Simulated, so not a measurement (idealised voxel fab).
Title: Process Module voxel gate over fins
The cross-section shown here is cut; it is 295 nm wide and divided into square cells measuring 5 nm on a side.
When this document writes out a cross-section, it uses a grid of square cells and lists it as bands, beginning at the top and moving down, with a band standing for one or more rows of cells. Within each band entry, the heights of the top and of the bottom of the band appear first, in that order and in nm; the materials of the band then follow from left to right, each with its corresponding width in nm. The designation "edge to edge" on a single material indicates that it fills the band from edge to edge; the designation "air" indicates empty space. Counting heights begins at 0, where everything beneath is, in the wafer as received, one material. The lowest band has no bottom; it goes on downwards, as "top 0, no bottom" shows. Width spec "30 to 40" -> top row of cells at first value, bottom row at second value, equal per-row change in between. The cross-section has no changed cell in any step marked "no change". Look at "Closed void entries" for the closed voids: empty spaces with no open path to the top, sized 8 cells or up. Each is width x height at distance, distance from the left edge, all nm. That trailing text on a step's line, after the settings, is the simulator's own remark on the step. overlay nm: where the mask lay relative to plan, measured to the right, on steps with a mask; negatives go left.

Set out below are the planned steps of the process
1: RECEIVE: material Si
2: CONFORMAL_DEP: material SiN, thk nm 10
3: DIRECTIONAL_DEP: material aC, thk nm 15
4: PATTERN: tone cover, mask id FINS, material resist, width nm 15, pitch nm 60, thk nm 30, overlay nm 0
5: DIRECTIONAL_ETCH: etch materials aC, depth nm 15
6: STRIP: etch materials resist
7: DIRECTIONAL_ETCH: etch materials SiN, depth nm 10
8: DIRECTIONAL_ETCH: etch materials Si, depth nm 35
9: STRIP: etch materials aC
10: FILL_DEP: material SiO2, thk nm 15
11: CMP: height nm 10
12: DIRECTIONAL_DEP: material aC, thk nm 15
13: PATTERN: tone open, mask id RAIL, material resist, width nm 15, thk nm 30, overlay nm 0
14: DIRECTIONAL_ETCH: etch materials aC, depth nm 15
15: STRIP: etch materials resist
16: DIRECTIONAL_ETCH: etch materials SiO2, depth nm 40
17: STRIP: etch materials aC
18: CONFORMAL_DEP: material TiN, thk nm 5
19: FILL_DEP: material W, thk nm 10
20: CMP: height nm 10
21: SELECTIVE_ETCH: etch materials W Ru TiN, depth nm 25
22: FILL_DEP: material SiO2, thk nm 5
23: CMP: height nm 10
24: SELECTIVE_ETCH: etch materials SiO2, depth nm 20
25: STRIP: etch materials SiN
26: CONFORMAL_DEP: material HfO2, thk nm 5
27: CONFORMAL_DEP: material TiN, thk nm 5
28: CONFORMAL_DEP: material TiAl, thk nm 5
29: CONFORMAL_DEP: material TiN, thk nm 5
30: FILL_DEP: material W, thk nm 10
31: CMP: height nm 25
32: CONFORMAL_DEP: material SiCN, thk nm 5

So this is the incoming wafer in cross-section - it's already been through step 1
> top 0, no bottom | Si edge to edge
> Closed void entries: none

Here's the wafer cut in cross-section after the module, started and planned just like above, except one thing was done wrong in the run
> top 30, bottom 25 | SiCN edge to edge
> top 25, bottom 20 | W edge to edge
> top 20, bottom 15 | W=90  TiN=55  W=5  TiN=55  W=90
> top 15, bottom 10 | W=90  TiN=5  TiAl=45  TiN=5  W=5  TiN=5  TiAl=45  TiN=5  W=90
> top 10, bottom 5 | TiN=95  TiAl=5  TiN=35  TiAl=5  TiN=15  TiAl=5  TiN=35  TiAl=5  TiN=95
> top 5, bottom 0 | TiAl=100  TiN=5  HfO2=25  TiN=5  TiAl=25  TiN=5  HfO2=25  TiN=5  TiAl=100
> top 0, bottom -5 | TiN=105  HfO2=5  Si=15  HfO2=5  TiN=35  HfO2=5  Si=15  HfO2=5  TiN=105
> top -5, bottom -10 | HfO2=110  Si=15  HfO2=45  Si=15  HfO2=110
> top -10, bottom -15 | SiO2=110  Si=15  SiO2=45  Si=15  SiO2=110
> top -15, bottom -25 | SiO2=110  Si=15  SiO2=15  TiN=5  W=5  TiN=5  SiO2=15  Si=15  SiO2=110
> top -25, bottom -30 | SiO2=110  Si=15  SiO2=15  TiN=15  SiO2=15  Si=15  SiO2=110
> top -30, bottom -70 | SiO2=110  Si=15  SiO2=45  Si=15  SiO2=110
> top -70, no bottom | Si edge to edge
> Closed void entries: none
Here's what went sideways: it should be noted that step 8 of the plan was executed twice
